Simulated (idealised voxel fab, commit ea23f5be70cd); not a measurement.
process module | voxel quadruple lines
cross-section cut | 170 nm wide | cells 5 nm
A cross-section is a grid of square cells, given in bands from the top down. A band is one or more rows of cells.
Each band's line starts with the height of the band's top and of its bottom, in nm. Then come its materials from left to right, each with its width in nm. One material with "throughout" fills the band from edge to edge. "air" is empty space.
Height 0 is the level under which the wafer as received is all one material. The lowest band goes on downwards, as in "0 down".
A width such as "30 to 40" changes by the same amount from each row of cells to the next, from the band's top row to its bottom row.
"no change" after a step means that no cell of the cross-section changed.
closed voids: empty space of 8 cells or more with no open way to the top, each as width x height at its distance from the left edge, in nm
after a step's settings: what the simulator itself notes on the step
overlay nm, on a step with a mask: how far to the right of its planned place the mask lay; to the left if negative
plan
1 op RECEIVE | material Si
2 op CONFORMAL_DEP | material Al2O3 | thk nm 5
3 op DIRECTIONAL_DEP | material W | thk nm 10
4 op DIRECTIONAL_DEP | material polySi | thk nm 15
5 op DIRECTIONAL_DEP | material aC | thk nm 20
6 op PATTERN | tone cover | mask id MANDREL | material resist | width nm 20 | pitch nm 60 | thk nm 30 | overlay nm 0
7 op DIRECTIONAL_ETCH | etch materials aC | depth nm 20
8 op STRIP | etch materials resist
9 op CONFORMAL_DEP | material SiO2 | thk nm 10
10 op DIRECTIONAL_ETCH | etch materials SiO2 | depth nm 10
11 op STRIP | etch materials aC
12 op DIRECTIONAL_ETCH | etch materials polySi | depth nm 15
13 op STRIP | etch materials SiO2
14 op CONFORMAL_DEP | material SiCN | thk nm 5
15 op DIRECTIONAL_ETCH | etch materials SiCN | depth nm 5
16 op STRIP | etch materials polySi
17 op DIRECTIONAL_ETCH | etch materials W | depth nm 10
18 op STRIP | etch materials SiCN
19 op FILL_DEP | material SiO2 | thk nm 10
20 op CMP | height nm 15
first wafer, as planned
as received, after step 1
  0 down: Si throughout
  closed voids: none
after step 2
  5 to 0: Al2O3 throughout
  below 0: unchanged
after step 3
  15 to 5: W throughout
  below 5: unchanged
after step 4
  30 to 15: polySi throughout
  below 15: unchanged
after step 5
  50 to 30: aC throughout
  below 30: unchanged
after step 6
  80 to 50: air 45 | resist 20 | air 40 | resist 20 | air 45
  below 50: unchanged
after step 7
  60 to 50: air 45 | resist 20 | air 40 | resist 20 | air 45
  50 to 30: air 45 | aC 20 | air 40 | aC 20 | air 45
  below 30: unchanged
after step 8
  50 to 30: air 45 | aC 20 | air 40 | aC 20 | air 45
  below 30: unchanged
after step 9
  60 to 50: air 35 | SiO2 40 | air 20 | SiO2 40 | air 35
  50 to 40: air 35 | SiO2 10 | aC 20 | SiO2 10 | air 20 | SiO2 10 | aC 20 | SiO2 10 | air 35
  40 to 30: SiO2 45 | aC 20 | SiO2 40 | aC 20 | SiO2 45
  below 30: unchanged
after step 10
  50 to 30: air 35 | SiO2 10 | aC 20 | SiO2 10 | air 20 | SiO2 10 | aC 20 | SiO2 10 | air 35
  below 30: unchanged
after step 11
  50 to 30: air 35 | SiO2 10 | air 20 | SiO2 10 | air 20 | SiO2 10 | air 20 | SiO2 10 | air 35
  below 30: unchanged
after step 12
  50 to 30: air 35 | SiO2 10 | air 20 | SiO2 10 | air 20 | SiO2 10 | air 20 | SiO2 10 | air 35
  30 to 15: air 35 | polySi 10 | air 20 | polySi 10 | air 20 | polySi 10 | air 20 | polySi 10 | air 35
  below 15: unchanged
after step 13
  30 to 15: air 35 | polySi 10 | air 20 | polySi 10 | air 20 | polySi 10 | air 20 | polySi 10 | air 35
  below 15: unchanged
after step 14
  35 to 30: air 30 | SiCN 20 | air 10 | SiCN 20 | air 10 | SiCN 20 | air 10 | SiCN 20 | air 30
  30 to 20: air 30 | SiCN 5 | polySi 10 | SiCN 5 | air 10 | SiCN 5 | polySi 10 | SiCN 5 | air 10 | SiCN 5 | polySi 10 | SiCN 5 | air 10 | SiCN 5 | polySi 10 | SiCN 5 | air 30
  20 to 15: SiCN 35 | polySi 10 | SiCN 20 | polySi 10 | SiCN 20 | polySi 10 | SiCN 20 | polySi 10 | SiCN 35
  below 15: unchanged
after step 15
  30 to 15: air 30 | SiCN 5 | polySi 10 | SiCN 5 | air 10 | SiCN 5 | polySi 10 | SiCN 5 | air 10 | SiCN 5 | polySi 10 | SiCN 5 | air 10 | SiCN 5 | polySi 10 | SiCN 5 | air 30
  below 15: unchanged
after step 16
  30 to 15: air 30 | SiCN 5 | air 10 | SiCN 5 | air 10 | SiCN 5 | air 10 | SiCN 5 | air 10 | SiCN 5 | air 10 | SiCN 5 | air 10 | SiCN 5 | air 10 | SiCN 5 | air 30
  below 15: unchanged
after step 17
  30 to 15: air 30 | SiCN 5 | air 10 | SiCN 5 | air 10 | SiCN 5 | air 10 | SiCN 5 | air 10 | SiCN 5 | air 10 | SiCN 5 | air 10 | SiCN 5 | air 10 | SiCN 5 | air 30
  15 to 5: air 30 | W 5 | air 10 | W 5 | air 10 | W 5 | air 10 | W 5 | air 10 | W 5 | air 10 | W 5 | air 10 | W 5 | air 10 | W 5 | air 30
  below 5: unchanged
after step 18
  15 to 5: air 30 | W 5 | air 10 | W 5 | air 10 | W 5 | air 10 | W 5 | air 10 | W 5 | air 10 | W 5 | air 10 | W 5 | air 10 | W 5 | air 30
  below 5: unchanged
after step 19
  25 to 15: SiO2 throughout
  15 to 5: SiO2 30 | W 5 | SiO2 10 | W 5 | SiO2 10 | W 5 | SiO2 10 | W 5 | SiO2 10 | W 5 | SiO2 10 | W 5 | SiO2 10 | W 5 | SiO2 10 | W 5 | SiO2 30
  below 5: unchanged
after step 20
  15 to 5: SiO2 30 | W 5 | SiO2 10 | W 5 | SiO2 10 | W 5 | SiO2 10 | W 5 | SiO2 10 | W 5 | SiO2 10 | W 5 | SiO2 10 | W 5 | SiO2 10 | W 5 | SiO2 30
  below 5: unchanged
second wafer: like start, like plan, one mistake. Through step 7 it matches the first wafer
when step 8 should have ended
  50 to 30: air 45 | aC 20 | air 40 | aC 20 | air 45
  below 30: unchanged
when step 9 should have ended
  60 to 50: air 35 | SiO2 40 | air 20 | SiO2 40 | air 35
  50 to 40: air 35 | SiO2 10 | aC 20 | SiO2 10 | air 20 | SiO2 10 | aC 20 | SiO2 10 | air 35
  40 to 30: SiO2 45 | aC 20 | SiO2 40 | aC 20 | SiO2 45
  below 30: unchanged
when step 10 should have ended
  50 to 30: air 35 | SiO2 10 | aC 20 | SiO2 10 | air 20 | SiO2 10 | aC 20 | SiO2 10 | air 35
  below 30: unchanged
when step 11 should have ended
  50 to 30: air 35 | SiO2 10 | air 20 | SiO2 10 | air 20 | SiO2 10 | air 20 | SiO2 10 | air 35
  below 30: unchanged
when step 12 should have ended
  50 to 30: air 35 | SiO2 10 | air 20 | SiO2 10 | air 20 | SiO2 10 | air 20 | SiO2 10 | air 35
  30 to 15: air 35 | polySi 10 | air 20 | polySi 10 | air 20 | polySi 10 | air 20 | polySi 10 | air 35
  below 15: unchanged
when step 13 should have ended
  30 to 15: air 35 | polySi 10 | air 20 | polySi 10 | air 20 | polySi 10 | air 20 | polySi 10 | air 35
  below 15: unchanged
when step 14 should have ended
  35 to 30: air 30 | SiCN 20 | air 10 | SiCN 20 | air 10 | SiCN 20 | air 10 | SiCN 20 | air 30
  30 to 20: air 30 | SiCN 5 | polySi 10 | SiCN 5 | air 10 | SiCN 5 | polySi 10 | SiCN 5 | air 10 | SiCN 5 | polySi 10 | SiCN 5 | air 10 | SiCN 5 | polySi 10 | SiCN 5 | air 30
  20 to 15: SiCN 35 | polySi 10 | SiCN 20 | polySi 10 | SiCN 20 | polySi 10 | SiCN 20 | polySi 10 | SiCN 35
  below 15: unchanged
when step 15 should have ended
  30 to 15: air 30 | SiCN 5 | polySi 10 | SiCN 5 | air 10 | SiCN 5 | polySi 10 | SiCN 5 | air 10 | SiCN 5 | polySi 10 | SiCN 5 | air 10 | SiCN 5 | polySi 10 | SiCN 5 | air 30
  below 15: unchanged
when step 16 should have ended
  30 to 15: air 30 | SiCN 5 | air 10 | SiCN 5 | air 10 | SiCN 5 | air 10 | SiCN 5 | air 10 | SiCN 5 | air 10 | SiCN 5 | air 10 | SiCN 5 | air 10 | SiCN 5 | air 30
  below 15: unchanged
when step 17 should have ended
  30 to 15: air 30 | SiCN 5 | air 10 | SiCN 5 | air 10 | SiCN 5 | air 10 | SiCN 5 | air 10 | SiCN 5 | air 10 | SiCN 5 | air 10 | SiCN 5 | air 10 | SiCN 5 | air 30
  15 to 5: air 30 | W 5 | air 10 | W 5 | air 10 | W 5 | air 10 | W 5 | air 10 | W 5 | air 10 | W 5 | air 10 | W 5 | air 10 | W 5 | air 30
  below 5: unchanged
when step 18 should have ended
  15 to 5: air 30 | W 5 | air 10 | W 5 | air 10 | W 5 | air 10 | W 5 | air 10 | W 5 | air 10 | W 5 | air 10 | W 5 | air 10 | W 5 | air 30
  below 5: unchanged
when step 19 should have ended
  25 to 15: SiO2 throughout
  15 to 5: SiO2 30 | W 5 | SiO2 10 | W 5 | SiO2 10 | W 5 | SiO2 10 | W 5 | SiO2 10 | W 5 | SiO2 10 | W 5 | SiO2 10 | W 5 | SiO2 10 | W 5 | SiO2 30
  below 5: unchanged
when step 20 should have ended
  15 to 5: SiO2 30 | W 5 | SiO2 10 | W 5 | SiO2 10 | W 5 | SiO2 10 | W 5 | SiO2 10 | W 5 | SiO2 10 | W 5 | SiO2 10 | W 5 | SiO2 10 | W 5 | SiO2 30
  below 5: unchanged
what went wrong: step 8 was run twice
at the end the two cross-sections are the same: no effect in what this model computes
